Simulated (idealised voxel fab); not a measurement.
You're looking at the process module voxel lift off.
This is section cut - it's 170 nm across, gridded in 5 nm square cells.
This document writes a cross-section as a grid whose cells are square, and gives it as bands, listed from the top down; one or more rows of cells form a band. Read a band's entry like this: the first values are the height of its top and the height of its bottom in nm, and what follows is the sequence of materials from left to right, each with its width in nm. Note that "air" is empty space, and that a single material marked "everywhere" reaches across the band from edge to edge. Zero point of the height axis is 0; under it, received wafer = one material. Lowest band: continues down indefinitely, "from 0 down". Read "30->40" as a graded width: first number on top, second number at the bottom, same change between each pair of neighbouring rows. Take "all unchanged" at face value: in the step it is given for, the cross-section changed in none of its cells. Under "Catalogued sealed voids" you'll find the enclosed gaps, the ones with no way out to the top, that are 8 cells or bigger; each reads width x height at distance, with distance counted from the left edge, everything in nm. Note: text after step settings on the step line = simulator remark on that step. overlay nm: mask right of planned place by this much (step with mask). Neg. = left.
-- Steps planned for the process
step 1: RECEIVE, material Si
step 2: CONFORMAL_DEP, material SiN, thk nm 5
step 3: PATTERN, tone open, mask id LINES, material resist, width nm 20, pitch nm 50, thk nm 25, overlay nm -15
step 4: DIRECTIONAL_DEP, material Ru, thk nm 10
step 5: STRIP, etch materials resist
step 6: CONFORMAL_DEP, material SiCN, thk nm 5
Where the wafers of this document differ is in the overlay nm of step 3; they start out the same, and the plan states the value that applied to the first wafer.
-- The first of several wafers, as received after step 1, seen in section
> from 0 down = Si everywhere
> Catalogued sealed voids: none
-- Basically each wafer gets a line in the table, showing it at the end of the module: material by material, the cells it gained (+) or lost (-) since we got it, then its closed voids
overlay nm -15; +16 Ru; +42 SiCN; +34 SiN; Catalogued sealed voids: none
overlay nm -10; +16 Ru; +42 SiCN; +34 SiN; Catalogued sealed voids: none
overlay nm -5; +16 Ru; +42 SiCN; +34 SiN; Catalogued sealed voids: none
overlay nm 0; +16 Ru; +42 SiCN; +34 SiN; Catalogued sealed voids: none
overlay nm 5; +16 Ru; +42 SiCN; +34 SiN; Catalogued sealed voids: none
overlay nm 10; +16 Ru; +42 SiCN; +34 SiN; Catalogued sealed voids: none
overlay nm 15; +16 Ru; +42 SiCN; +34 SiN; Catalogued sealed voids: none
